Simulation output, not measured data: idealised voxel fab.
You're looking at the process module voxel wiring stack.
Cross-section cut: width 270 nm, square cells of 5 nm.
For the purposes of this document, a cross-section shall be understood as a grid of square cells, specified as bands listed in top-to-bottom order, each band consisting of one or more rows of cells. Per band: top height and bottom height in nm, followed by the left-to-right materials and their widths in nm; "full width" marks a single material spanning edge to edge, "blank" marks empty space. Where do heights start? At 0: under that level the wafer as delivered is made of one material only. And the lowest band has no floor; it just carries on downward, as in "z 0 and below". A width given as "30 to 40" starts at the first number in the band's top row and ends at the second number in its bottom row, shifting by an equal amount at every step from row to row. What does "nothing different" mean for a step? It means no cell of the cross-section changed in that step. For the entry "Closed cavity list", the listed items are empty spaces with no open way to the top whose size is 8 cells or more; each item follows the pattern width x height at distance, where distance is from the left edge and all three are in nm. after a step's settings: what the simulator itself notes on the step. What "overlay nm" on a step's line means: if the step has a mask, that mask lay this far to the right of its planned place, or, when the value is negative, to the left.

Listed below are the process steps as planned
1 RECEIVE, material Si
2 CONFORMAL_DEP, material SiO2, thk nm 15
3 CONFORMAL_DEP, material SiCN, thk nm 5
4 DIRECTIONAL_DEP, material SiO2, thk nm 15
5 PATTERN, tone open, mask id METAL_1, material resist, width nm 20, pitch nm 45, thk nm 15, overlay nm 0
6 DIRECTIONAL_ETCH, etch materials SiO2, depth nm 15
7 DIRECTIONAL_ETCH, etch materials SiCN, depth nm 5
8 STRIP, etch materials resist
9 CONFORMAL_DEP, material TiN, thk nm 5
10 FILL_DEP, material Cu, thk nm 10
11 CMP, height nm 35
12 CONFORMAL_DEP, material SiCN, thk nm 5
13 DIRECTIONAL_DEP, material SiO2, thk nm 35
14 PATTERN, tone open, mask id METAL_2_HOLES, material resist, width nm 15, pitch nm 90, thk nm 15, overlay nm 0
15 DIRECTIONAL_ETCH, etch materials SiO2, depth nm 35
16 STRIP, etch materials resist
17 PATTERN, tone open, mask id METAL_2, material resist, width nm 20, pitch nm 45, thk nm 15, overlay nm 0
18 DIRECTIONAL_ETCH, etch materials SiO2, depth nm 20
19 DIRECTIONAL_ETCH, etch materials SiCN, depth nm 5
20 STRIP, etch materials resist
21 CONFORMAL_DEP, material TiN, thk nm 5
22 FILL_DEP, material Cu, thk nm 5
23 CMP, height nm 75
24 CONFORMAL_DEP, material SiCN, thk nm 5

As received (post step 1): cross-section
	z 0 and below  Si full width
	Closed cavity list: none

Sectioned view, first of two wafers, at the close of the module, processed as intended in the plan
	z 80 to 75  SiCN full width
	z 75 to 60  SiO2 (80)  TiN (5)  Cu (10)  TiN (5)  SiO2 (25)  TiN (5)  Cu (10)  TiN (5)  SiO2 (25)  TiN (5)  Cu (10)  TiN (5)  SiO2 (80)
	z 60 to 55  SiO2 (80)  TiN (5)  Cu (5)  TiN (10)  SiO2 (25)  TiN (20)  SiO2 (25)  TiN (5)  Cu (5)  TiN (10)  SiO2 (80)
	z 55 to 40  SiO2 (80)  TiN (5)  Cu (5)  TiN (5)  SiO2 (75)  TiN (5)  Cu (5)  TiN (5)  SiO2 (85)
	z 40 to 35  SiCN (80)  TiN (15)  SiCN (75)  TiN (15)  SiCN (85)
	z 35 to 20  SiO2 (80)  TiN (5)  Cu (10)  TiN (5)  SiO2 (25)  TiN (5)  Cu (10)  TiN (5)  SiO2 (25)  TiN (5)  Cu (10)  TiN (5)  SiO2 (80)
	z 20 to 15  SiCN (80)  TiN (20)  SiCN (25)  TiN (20)  SiCN (25)  TiN (20)  SiCN (80)
	z 15 to 0  SiO2 full width
	z 0 and below  Si full width
	Closed cavity list: none

Second wafer of the two, sectioned at the end of the module. It began like the first and followed the same plan, but one mistake was made while running it
	z 80 to 75  SiCN full width
	z 75 to 60  SiO2 (80)  TiN (5)  Cu (10)  TiN (5)  SiO2 (25)  TiN (5)  Cu (10)  TiN (5)  SiO2 (25)  TiN (5)  Cu (10)  TiN (5)  SiO2 (80)
	z 60 to 55  SiO2 (80)  TiN (5)  Cu (5)  TiN (10)  SiO2 (25)  TiN (20)  SiO2 (25)  TiN (5)  Cu (5)  TiN (10)  SiO2 (80)
	z 55 to 40  SiO2 (80)  TiN (5)  Cu (5)  TiN (5)  SiO2 (75)  TiN (5)  Cu (5)  TiN (5)  SiO2 (85)
	z 40 to 35  SiCN (80)  TiN (15)  SiCN (75)  TiN (15)  SiCN (85)
	z 35 to 20  SiO2 (80)  SiCN (5)  Cu (10)  SiCN (5)  SiO2 (25)  SiCN (5)  Cu (10)  SiCN (5)  SiO2 (25)  SiCN (5)  Cu (10)  SiCN (5)  SiO2 (80)
	z 20 to 15  SiCN full width
	z 15 to 0  SiO2 full width
	z 0 and below  Si full width
	Closed cavity list: none
Heads up, the wafer didn't run the way we planned it: step 9 was processed under conditions differing from the plan, specifically as CONFORMAL_DEP, material SiCN, thk nm 5
Count the cells at the end and the second wafer has more or fewer of some materials than the first: SiCN: 30 more | TiN: 30 fewer
